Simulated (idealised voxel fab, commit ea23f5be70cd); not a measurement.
process module | voxel self aligned contacts
cross-section cut | 260 nm wide | cells 5 nm
A cross-section is a grid of square cells, given in bands from the top down. A band is one or more rows of cells.
Each band's line starts with the height of the band's top and of its bottom, in nm. Then come its materials from left to right, each with its width in nm. One material with "throughout" fills the band from edge to edge. "air" is empty space.
Height 0 is the level under which the wafer as received is all one material. The lowest band goes on downwards, as in "0 down".
A width such as "30 to 40" changes by the same amount from each row of cells to the next, from the band's top row to its bottom row.
"no change" after a step means that no cell of the cross-section changed.
closed voids: empty space of 8 cells or more with no open way to the top, each as width x height at its distance from the left edge, in nm
after a step's settings: what the simulator itself notes on the step
overlay nm, on a step with a mask: how far to the right of its planned place the mask lay; to the left if negative
plan
1 op RECEIVE | material Si
2 op OXIDIZE | depth nm 5
3 op DIRECTIONAL_DEP | material polySi | thk nm 30
4 op DIRECTIONAL_DEP | material SiN | thk nm 15
5 op MASKED_ETCH | tone cover | mask id GATE | width nm 35 | pitch nm 70 | etch materials SiN | depth nm 15 | overlay nm 0
6 op MASKED_ETCH | tone cover | mask id GATE | width nm 35 | pitch nm 70 | etch materials polySi | depth nm 30 | overlay nm 0
7 op CONFORMAL_DEP | material SiN | thk nm 5
8 op DIRECTIONAL_ETCH | etch materials SiN | depth nm 5
9 op FILL_DEP | material SiO2 | thk nm 15
10 op CMP | height nm 50
11 op PATTERN | tone open | mask id CONTACT | material resist | width nm 45 | pitch nm 70 | thk nm 15 | overlay nm -15
12 op DIRECTIONAL_ETCH | etch materials SiO2 | depth nm 55
13 op STRIP | etch materials resist
14 op CONFORMAL_DEP | material TiN | thk nm 5
15 op FILL_DEP | material Ru | thk nm 10
16 op CMP | height nm 50
17 op CONFORMAL_DEP | material SiCN | thk nm 5
varied across the wafers: overlay nm of step 11. The plan shows the first wafer's value. All wafers start alike
first wafer as received, after step 1
  0 down: Si throughout
  closed voids: none
each wafer at the end: cells of each material gained (+) or lost (-) since it was received, then its closed voids
overlay nm -15 | +40 Ru | -52 Si | +52 SiCN | +117 SiN | +231 SiO2 | +58 TiN | +126 polySi | closed voids: none
overlay nm -10 | +60 Ru | -52 Si | +52 SiCN | +117 SiN | +211 SiO2 | +58 TiN | +126 polySi | closed voids: none
overlay nm -5 | +60 Ru | -52 Si | +52 SiCN | +117 SiN | +211 SiO2 | +58 TiN | +126 polySi | closed voids: none
overlay nm 0 | +60 Ru | -52 Si | +52 SiCN | +117 SiN | +211 SiO2 | +58 TiN | +126 polySi | closed voids: none
overlay nm 5 | +60 Ru | -52 Si | +52 SiCN | +117 SiN | +211 SiO2 | +58 TiN | +126 polySi | closed voids: none
overlay nm 10 | +60 Ru | -52 Si | +52 SiCN | +117 SiN | +211 SiO2 | +58 TiN | +126 polySi | closed voids: none
overlay nm 15 | +40 Ru | -52 Si | +52 SiCN | +117 SiN | +231 SiO2 | +58 TiN | +126 polySi | closed voids: none
